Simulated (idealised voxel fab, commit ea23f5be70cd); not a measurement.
Process module heading - voxel spacer lines
Displayed cross-section: cut, width of 280 nm, square cells sized 5 nm.
In this document a cross-section is written as a grid of square cells. It is given as a series of bands, listed from the top down, and a band is one or more rows of cells. Heads up on the band format: heights come first, top then bottom, in nm. After that it's the materials left to right, each with its width in nm. A single material flagged "all across" fills the whole band edge to edge, and "empty" means there's empty space there. Measure heights from 0. That's the level where, below it, the as-received wafer is all one material. The lowest band is bottomless and extends downward; write it as in "from 0 down". You'd read "30 to 40" like this: the band's top row of cells is as wide as the first number, its bottom row is as wide as the second, and going down, every row changes width by the same amount as the row before did. Step marked "same as before"? Then no cell in the cross-section changed in it. You'll see "closed voids" listing empty spaces that have no way open to the top, as long as they're 8 cells or more; the notation is width x height at distance, where the distance is from the left edge, and all of it is in nm. Anything after a step's settings on that line? It's the simulator's own note about the step. overlay nm: where the mask lay relative to plan, measured to the right, on steps with a mask; negatives go left.

[List of planned process steps]
1 RECEIVE: material Si
2 CONFORMAL_DEP: material Al2O3, thk nm 5
3 DIRECTIONAL_DEP: material SiN, thk nm 15
4 DIRECTIONAL_DEP: material polySi, thk nm 25
5 PATTERN: tone cover, mask id MANDREL, material resist, width nm 25, pitch nm 70, thk nm 30, overlay nm 0
6 DIRECTIONAL_ETCH: etch materials polySi, depth nm 25
7 STRIP: etch materials resist
8 CONFORMAL_DEP: material SiO2, thk nm 10
9 DIRECTIONAL_ETCH: etch materials SiO2, depth nm 10
10 STRIP: etch materials polySi
11 DIRECTIONAL_ETCH: etch materials SiN, depth nm 15
12 STRIP: etch materials SiO2

[Cross-section of the incoming wafer, state after step 1]
* from 0 down  Si all across
* closed voids: none

[The plan above was carried out on the starting structure above with one mistake, and this cross-section shows the wafer at the end of the module]
* from 15 to 0  empty: 45 | SiN: 10 | empty: 25 | SiN: 10 | empty: 25 | SiN: 10 | empty: 25 | SiN: 10 | empty: 25 | SiN: 10 | empty: 25 | SiN: 10 | empty: 50
* from 0 down  Si all across
* closed voids: none
Deviation from plan: plan step 2: skipped, not run
